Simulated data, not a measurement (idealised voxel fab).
Process module heading - voxel transistor to metal
cross-section cut | 195 nm wide | cells 5 nm
Cross-section layout: square cells on a grid; listed as bands, top to bottom; a band spans one or more cell rows.
In this notation a band is specified by the heights of its top and bottom, in that order and in nm, after which its materials appear from left to right, each paired with its width in nm. The word "edge to edge" attached to a single material means that material fills the band from edge to edge; the word "empty" stands for empty space.
Heights from 0 (as-received wafer is one material below). Bottom band endless downward, as "z 0 and below".
Width "30 to 40": first value at the band's top row of cells, second value at its bottom row, equal change from row to row.
Any step labelled "nothing got changed" changed none of the cells in the cross-section.
The entry titled "Encapsulated voids" provides the empty spaces that have no open way to the top, restricted to those of 8 cells or more. Each is presented as width x height at distance, the distance being measured from the left edge, with all three in nm.
That trailing text on a step's line, after the settings, is the simulator's own remark on the step.
overlay nm: for a step with a mask, the amount by which the mask lay right of where it was planned; a negative amount means left of it.

So here's the lineup of process steps we planned
step 1: RECEIVE [material Si]
step 2: OXIDIZE [depth nm 5]
step 3: CONFORMAL_DEP [material SiN] [thk nm 10]
step 4: MASKED_ETCH [tone cover] [mask id ACTIVE] [width nm 115] [etch materials SiN] [depth nm 10] [overlay nm 0]
step 5: MASKED_ETCH [tone cover] [mask id ACTIVE] [width nm 115] [etch materials SiO2] [depth nm 5] [overlay nm 0]
step 6: MASKED_ETCH [tone cover] [mask id ACTIVE] [width nm 115] [etch materials Si] [depth nm 35] [overlay nm 0]
step 7: FILL_DEP [material SiO2] [thk nm 10]
step 8: CMP [height nm 10]
step 9: SELECTIVE_ETCH [etch materials SiO2] [depth nm 10]
step 10: STRIP [etch materials SiN]
step 11: SELECTIVE_ETCH [etch materials SiO2] [depth nm 5]
step 12: OXIDIZE [depth nm 5]
step 13: DIRECTIONAL_DEP [material polySi] [thk nm 30]
step 14: DIRECTIONAL_DEP [material SiCN] [thk nm 15]
step 15: DIRECTIONAL_DEP [material aC] [thk nm 10]
step 16: PATTERN [tone cover] [mask id GATE] [material resist] [width nm 25] [thk nm 30] [overlay nm 0]
step 17: DIRECTIONAL_ETCH [etch materials aC] [depth nm 10]
step 18: STRIP [etch materials resist]
step 19: DIRECTIONAL_ETCH [etch materials SiCN] [depth nm 25]
step 20: DIRECTIONAL_ETCH [etch materials polySi] [depth nm 40]
step 21: STRIP [etch materials aC]
step 22: CONFORMAL_DEP [material SiO2] [thk nm 5]
step 23: DIRECTIONAL_ETCH [etch materials SiO2] [depth nm 5]
step 24: CONFORMAL_DEP [material SiN] [thk nm 5]
step 25: DIRECTIONAL_ETCH [etch materials SiN] [depth nm 5]
step 26: DIRECTIONAL_ETCH [etch materials SiO2] [depth nm 5]
step 27: EPI [material nSi] [thk nm 5]
step 28: FILL_DEP [material SiO2] [thk nm 10]
step 29: CMP [height nm 40]
step 30: DIRECTIONAL_DEP [material SiO2] [thk nm 10]
step 31: PATTERN [tone open] [mask id CONTACT] [material resist] [width nm 15] [pitch nm 80] [thk nm 15] [overlay nm 0]
step 32: DIRECTIONAL_ETCH [etch materials SiO2] [depth nm 55]
step 33: STRIP [etch materials resist]
step 34: CONFORMAL_DEP [material TiN] [thk nm 5]
step 35: FILL_DEP [material Ru] [thk nm 10]
step 36: CMP [height nm 50]
step 37: CONFORMAL_DEP [material SiN] [thk nm 5]
step 38: DIRECTIONAL_DEP [material SiO2] [thk nm 20]
step 39: DIRECTIONAL_DEP [material aC] [thk nm 15]
step 40: PATTERN [tone open] [mask id METAL_1] [material resist] [width nm 15] [pitch nm 80] [thk nm 35] [overlay nm 0]
step 41: DIRECTIONAL_ETCH [etch materials aC] [depth nm 15]
step 42: STRIP [etch materials resist]
step 43: DIRECTIONAL_ETCH [etch materials SiO2] [depth nm 20]
step 44: DIRECTIONAL_ETCH [etch materials SiN] [depth nm 5]
step 45: STRIP [etch materials aC]
step 46: CONFORMAL_DEP [material TiN] [thk nm 5]
step 47: FILL_DEP [material Cu] [thk nm 10]
step 48: CMP [height nm 75]
step 49: CONFORMAL_DEP [material SiCN] [thk nm 5]

Wafer at receipt (post step 1), cross-section
  z 0 and below  Si edge to edge
  Encapsulated voids: none

Same starting wafer, same plan as above, one mistake in the execution; this is the cross-section at the end of the module
  z 80 to 75  SiCN edge to edge
  z 75 to 55  SiO2=50  TiN=5  Cu=5  TiN=5  SiO2=65  TiN=5  Cu=5  TiN=5  SiO2=50
  z 55 to 50  SiN=50  TiN=15  SiN=65  TiN=15  SiN=50
  z 50 to 45  Ru=45  TiN=5  SiO2=15  TiN=5  Ru=55  TiN=5  SiO2=15  TiN=5  Ru=45
  z 45 to 40  Ru=45  TiN=5  SiO2=15  TiN=65  SiO2=15  TiN=5  Ru=45
  z 40 to 25  Ru=45  TiN=5  SiO2=15  TiN=10  SiN=5  TiN=5  SiCN=25  TiN=5  SiN=5  TiN=10  SiO2=15  TiN=5  Ru=45
  z 25 to 0  Ru=45  TiN=5  SiO2=15  TiN=10  SiN=5  TiN=5  polySi=25  TiN=5  SiN=5  TiN=10  SiO2=15  TiN=5  Ru=45
  z 0 to -5  TiN=50  SiO2=15  TiN=10  SiN=5  TiN=5  polySi=25  TiN=5  SiN=5  TiN=10  SiO2=15  TiN=50
  z -5 to -10  SiO2=35  nSi=40  SiO2=45  nSi=40  SiO2=35
  z -10 to -40  SiO2=40  Si=115  SiO2=40
  z -40 and below  Si edge to edge
  Encapsulated voids: none
Nonconformance to the process plan: step 31 was not run as planned; what actually ran was PATTERN [tone cover] [mask id CONTACT] [material resist] [width nm 15] [pitch nm 80] [thk nm 15] [overlay nm 0]
